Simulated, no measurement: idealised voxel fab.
Process module in this document: voxel transistor to metal
The cross-section on display is named cut; it measures 300 nm wide, and its cells are 5 nm squares.
Cross-section format: a grid of square cells, given as bands from top to bottom; each band is one or more rows of cells. The entry gives the band's vertical extent as a top height and a bottom height in nm, then its horizontal make-up as materials from left to right, each with a width in nm. "air" stands for empty space; a single material marked "all across" fills the band edge to edge. Where do heights start? At 0: under that level the wafer as delivered is made of one material only. And the lowest band has no floor; it just carries on downward, as in "0 nm and below". The notation "30..40" denotes a width that varies across the rows of cells in the band, beginning at the first number in the top row, finishing at the second number in the bottom row, and changing by an identical amount from each row to the next. Any step labelled "no alterations made" changed none of the cells in the cross-section. Any empty space of 8 cells or more lacking an open way to the top shows up in "Closed void listing" as width x height at distance, distance from the left edge, in nm. Step line, after settings: the simulator's comment on this step. Each step line may optionally specify "overlay nm", which for a step with a mask gives the rightward distance between the mask's planned place and where it lay, a negative value indicating the leftward direction.

## Planned process steps
1 RECEIVE [material Si]
2 CONFORMAL_DEP [material SiO2] [thk nm 5]
3 CONFORMAL_DEP [material SiN] [thk nm 15]
4 MASKED_ETCH [tone cover] [mask id ACTIVE] [width nm 105] [pitch nm 125] [etch materials SiN] [depth nm 15] [overlay nm 0]
5 MASKED_ETCH [tone cover] [mask id ACTIVE] [width nm 105] [pitch nm 125] [etch materials SiO2] [depth nm 5] [overlay nm 0]
6 MASKED_ETCH [tone cover] [mask id ACTIVE] [width nm 105] [pitch nm 125] [etch materials Si] [depth nm 30] [overlay nm 0]
7 OXIDIZE [depth nm 5]
8 FILL_DEP [material SiO2] [thk nm 15]
9 CMP [height nm 20]
10 SELECTIVE_ETCH [etch materials SiO2] [depth nm 10]
11 STRIP [etch materials SiN]
12 SELECTIVE_ETCH [etch materials SiO2] [depth nm 5]
13 OXIDIZE [depth nm 5]
14 DIRECTIONAL_DEP [material polySi] [thk nm 30]
15 DIRECTIONAL_DEP [material SiCN] [thk nm 15]
16 DIRECTIONAL_DEP [material aC] [thk nm 10]
17 PATTERN [tone cover] [mask id GATE] [material resist] [width nm 25] [pitch nm 125] [thk nm 25] [overlay nm 0]
18 DIRECTIONAL_ETCH [etch materials aC] [depth nm 10]
19 STRIP [etch materials resist]
20 DIRECTIONAL_ETCH [etch materials SiCN] [depth nm 25]
21 DIRECTIONAL_ETCH [etch materials polySi] [depth nm 40]
22 STRIP [etch materials aC]
23 CONFORMAL_DEP [material SiN] [thk nm 5]
24 DIRECTIONAL_ETCH [etch materials SiN] [depth nm 5]
25 DIRECTIONAL_ETCH [etch materials SiO2] [depth nm 5]
26 DIRECTIONAL_ETCH [etch materials Si] [depth nm 15]
27 EPI [material pSi] [thk nm 20]
28 FILL_DEP [material SiO2] [thk nm 5]
29 CMP [height nm 30]
30 STRIP [etch materials polySi]
31 SELECTIVE_ETCH [etch materials SiO2] [depth nm 5]
32 CONFORMAL_DEP [material HfO2] [thk nm 5]
33 CONFORMAL_DEP [material TiN] [thk nm 5]
34 FILL_DEP [material W] [thk nm 5]
35 CMP [height nm 25]
36 DIRECTIONAL_DEP [material SiO2] [thk nm 10]
37 DIRECTIONAL_DEP [material aC] [thk nm 10]
38 PATTERN [tone open] [mask id CONTACT] [material resist] [width nm 20] [thk nm 25] [overlay nm 0]
39 DIRECTIONAL_ETCH [etch materials aC] [depth nm 10]
40 STRIP [etch materials resist]
41 DIRECTIONAL_ETCH [etch materials SiO2] [depth nm 35]
42 STRIP [etch materials aC]
43 CONFORMAL_DEP [material TiN] [thk nm 5]
44 FILL_DEP [material Ru] [thk nm 10]
45 CMP [height nm 35]
46 DIRECTIONAL_DEP [material TiN] [thk nm 5]
47 DIRECTIONAL_DEP [material Ru] [thk nm 15]
48 MASKED_ETCH [tone cover] [mask id METAL_1] [width nm 20] [etch materials Ru] [depth nm 15] [overlay nm 0]
49 MASKED_ETCH [tone cover] [mask id METAL_1] [width nm 20] [etch materials TiN] [depth nm 5] [overlay nm 0]
50 CONFORMAL_DEP [material SiN] [thk nm 5]
51 FILL_DEP [material SiO2] [thk nm 10]
52 CMP [height nm 55]
53 CONFORMAL_DEP [material SiCN] [thk nm 5]
54 DIRECTIONAL_DEP [material lowk] [thk nm 30]
55 DIRECTIONAL_DEP [material aC] [thk nm 10]
56 PATTERN [tone open] [mask id METAL_2_HOLES] [material resist] [width nm 15] [pitch nm 125] [thk nm 30] [overlay nm 0]
57 DIRECTIONAL_ETCH [etch materials aC] [depth nm 10]
58 STRIP [etch materials resist]
59 DIRECTIONAL_ETCH [etch materials lowk] [depth nm 30]
60 STRIP [etch materials aC]
61 PATTERN [tone open] [mask id METAL_2] [material resist] [width nm 20] [pitch nm 125] [thk nm 20] [overlay nm -15]
62 DIRECTIONAL_ETCH [etch materials lowk] [depth nm 15]
63 DIRECTIONAL_ETCH [etch materials SiCN] [depth nm 5]
64 STRIP [etch materials resist]
65 CONFORMAL_DEP [material TiN] [thk nm 5]
66 FILL_DEP [material Cu] [thk nm 10]
67 CMP [height nm 90]
68 CONFORMAL_DEP [material SiCN] [thk nm 5]
Wafers differ in overlay nm at step 61; plan lists the first wafer's value; identical starting state.

## As received, i.e. after step 1: cross-section through the first of several wafers
> 0 nm and below: Si all across
> Closed void listing: none

## Take any row and you have a wafer at the end of the module: how many cells of each material it has gained (+) or lost (-) since it was received, and then its closed voids
overlay nm -15 | +22 Cu | +34 HfO2 | +72 Ru | -264 Si | +118 SiCN | +92 SiN | +468 SiO2 | +136 TiN | +8 W | +306 lowk | +148 pSi | Closed void listing: none
overlay nm -10 | +18 Cu | +34 HfO2 | +72 Ru | -264 Si | +116 SiCN | +92 SiN | +468 SiO2 | +136 TiN | +8 W | +312 lowk | +148 pSi | Closed void listing: none
overlay nm -5 | +16 Cu | +34 HfO2 | +72 Ru | -264 Si | +114 SiCN | +92 SiN | +468 SiO2 | +134 TiN | +8 W | +318 lowk | +148 pSi | Closed void listing: none
overlay nm 0 | +16 Cu | +34 HfO2 | +72 Ru | -264 Si | +114 SiCN | +92 SiN | +468 SiO2 | +134 TiN | +8 W | +318 lowk | +148 pSi | Closed void listing: none
overlay nm 5 | +18 Cu | +34 HfO2 | +72 Ru | -264 Si | +116 SiCN | +92 SiN | +468 SiO2 | +136 TiN | +8 W | +312 lowk | +148 pSi | Closed void listing: none
overlay nm 10 | +22 Cu | +34 HfO2 | +72 Ru | -264 Si | +118 SiCN | +92 SiN | +468 SiO2 | +136 TiN | +8 W | +306 lowk | +148 pSi | Closed void listing: none
overlay nm 15 | +26 Cu | +34 HfO2 | +72 Ru | -264 Si | +120 SiCN | +92 SiN | +468 SiO2 | +136 TiN | +8 W | +300 lowk | +148 pSi | Closed void listing: none
